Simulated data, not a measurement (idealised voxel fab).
process module | voxel lift off
cross-section cut | 300 nm wide | cells 5 nm
A cross-section is a grid of square cells, given in bands from the top down. A band is one or more rows of cells.
Each band's line starts with the height of the band's top and of its bottom, in nm. Then come its materials from left to right, each with its width in nm. One material with "throughout" fills the band from edge to edge. "air" is empty space.
Height 0 is the level under which the wafer as received is all one material. The lowest band goes on downwards, as in "0 down".
A width such as "30 to 40" changes by the same amount from each row of cells to the next, from the band's top row to its bottom row.
"no change" after a step means that no cell of the cross-section changed.
closed voids: empty space of 8 cells or more with no open way to the top, each as width x height at its distance from the left edge, in nm
after a step's settings: what the simulator itself notes on the step
overlay nm, on a step with a mask: how far to the right of its planned place the mask lay; to the left if negative
plan
1 op RECEIVE | material Si
2 op CONFORMAL_DEP | material SiN | thk nm 10
3 op PATTERN | tone open | mask id LINES | material resist | width nm 25 | pitch nm 45 | thk nm 15 | overlay nm 0
4 op DIRECTIONAL_DEP | material Ru | thk nm 5
5 op STRIP | etch materials resist
6 op CONFORMAL_DEP | material SiCN | thk nm 5
first wafer, as planned
as received, after step 1
  0 down: Si throughout
  closed voids: none
after step 2
  10 to 0: SiN throughout
  below 0: unchanged
after step 3
  25 to 10: resist 70 | air 25 | resist 20 | air 25 | resist 20 | air 25 | resist 20 | air 25 | resist 70
  below 10: unchanged
after step 4
  30 to 25: Ru 70 | air 25 | Ru 20 | air 25 | Ru 20 | air 25 | Ru 20 | air 25 | Ru 70
  25 to 15: resist 70 | air 25 | resist 20 | air 25 | resist 20 | air 25 | resist 20 | air 25 | resist 70
  15 to 10: resist 70 | Ru 25 | resist 20 | Ru 25 | resist 20 | Ru 25 | resist 20 | Ru 25 | resist 70
  below 10: unchanged
after step 5
  15 to 10: air 70 | Ru 25 | air 20 | Ru 25 | air 20 | Ru 25 | air 20 | Ru 25 | air 70
  below 10: unchanged
after step 6
  20 to 15: air 65 | SiCN 35 | air 10 | SiCN 35 | air 10 | SiCN 35 | air 10 | SiCN 35 | air 65
  15 to 10: SiCN 70 | Ru 25 | SiCN 20 | Ru 25 | SiCN 20 | Ru 25 | SiCN 20 | Ru 25 | SiCN 70
  below 10: unchanged
second wafer: like start, like plan, one mistake. Through step 4 it matches the first wafer
when step 5 should have ended
  15 to 10: air 70 | Ru 25 | air 20 | Ru 25 | air 20 | Ru 25 | air 20 | Ru 25 | air 70
  below 10: unchanged
when step 6 should have ended
  20 to 15: air 65 | SiCN 35 | air 10 | SiCN 35 | air 10 | SiCN 35 | air 10 | SiCN 35 | air 65
  15 to 10: SiCN 70 | Ru 25 | SiCN 20 | Ru 25 | SiCN 20 | Ru 25 | SiCN 20 | Ru 25 | SiCN 70
  below 10: unchanged
what went wrong: step 5 was run twice
at the end the two cross-sections are the same: no effect in what this model computes
